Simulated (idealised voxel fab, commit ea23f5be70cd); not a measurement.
process module | voxel quadruple lines
cross-section cut | 245 nm wide | cells 5 nm
A cross-section is a grid of square cells, given in bands from the top down. A band is one or more rows of cells.
Each band's line starts with the height of the band's top and of its bottom, in nm. Then come its materials from left to right, each with its width in nm. One material with "throughout" fills the band from edge to edge. "air" is empty space.
Height 0 is the level under which the wafer as received is all one material. The lowest band goes on downwards, as in "0 down".
A width such as "30 to 40" changes by the same amount from each row of cells to the next, from the band's top row to its bottom row.
"no change" after a step means that no cell of the cross-section changed.
closed voids: empty space of 8 cells or more with no open way to the top, each as width x height at its distance from the left edge, in nm
after a step's settings: what the simulator itself notes on the step
overlay nm, on a step with a mask: how far to the right of its planned place the mask lay; to the left if negative
plan
1 op RECEIVE | material Si
2 op CONFORMAL_DEP | material Al2O3 | thk nm 10
3 op DIRECTIONAL_DEP | material TiN | thk nm 10
4 op DIRECTIONAL_DEP | material polySi | thk nm 15
5 op DIRECTIONAL_DEP | material aC | thk nm 25
6 op PATTERN | tone cover | mask id MANDREL | material resist | width nm 25 | pitch nm 80 | thk nm 35 | overlay nm 0
7 op DIRECTIONAL_ETCH | etch materials aC | depth nm 25
8 op STRIP | etch materials resist
9 op CONFORMAL_DEP | material SiO2 | thk nm 15
10 op DIRECTIONAL_ETCH | etch materials SiO2 | depth nm 15
11 op STRIP | etch materials aC
12 op DIRECTIONAL_ETCH | etch materials polySi | depth nm 15
13 op STRIP | etch materials SiO2
14 op CONFORMAL_DEP | material SiN | thk nm 5
15 op DIRECTIONAL_ETCH | etch materials SiN | depth nm 5
16 op STRIP | etch materials polySi
17 op DIRECTIONAL_ETCH | etch materials TiN | depth nm 10
18 op STRIP | etch materials SiN
as received, after step 1
  0 down: Si throughout
  closed voids: none
first wafer at the end, as planned
  20 to 10: air 50 | TiN 5 | air 15 | TiN 5 | air 15 | TiN 5 | air 15 | TiN 5 | air 15 | TiN 5 | air 15 | TiN 5 | air 15 | TiN 5 | air 15 | TiN 5 | air 50
  10 to 0: Al2O3 throughout
  0 down: Si throughout
  closed voids: none
second wafer at the end: like start, like plan, one mistake
  25 to 10: polySi throughout
  10 to 0: Al2O3 throughout
  0 down: Si throughout
  closed voids: none
what went wrong: steps 3 and 4 were swapped
at the end the second wafer has, in cells: 16 fewer of TiN | 147 more of polySi
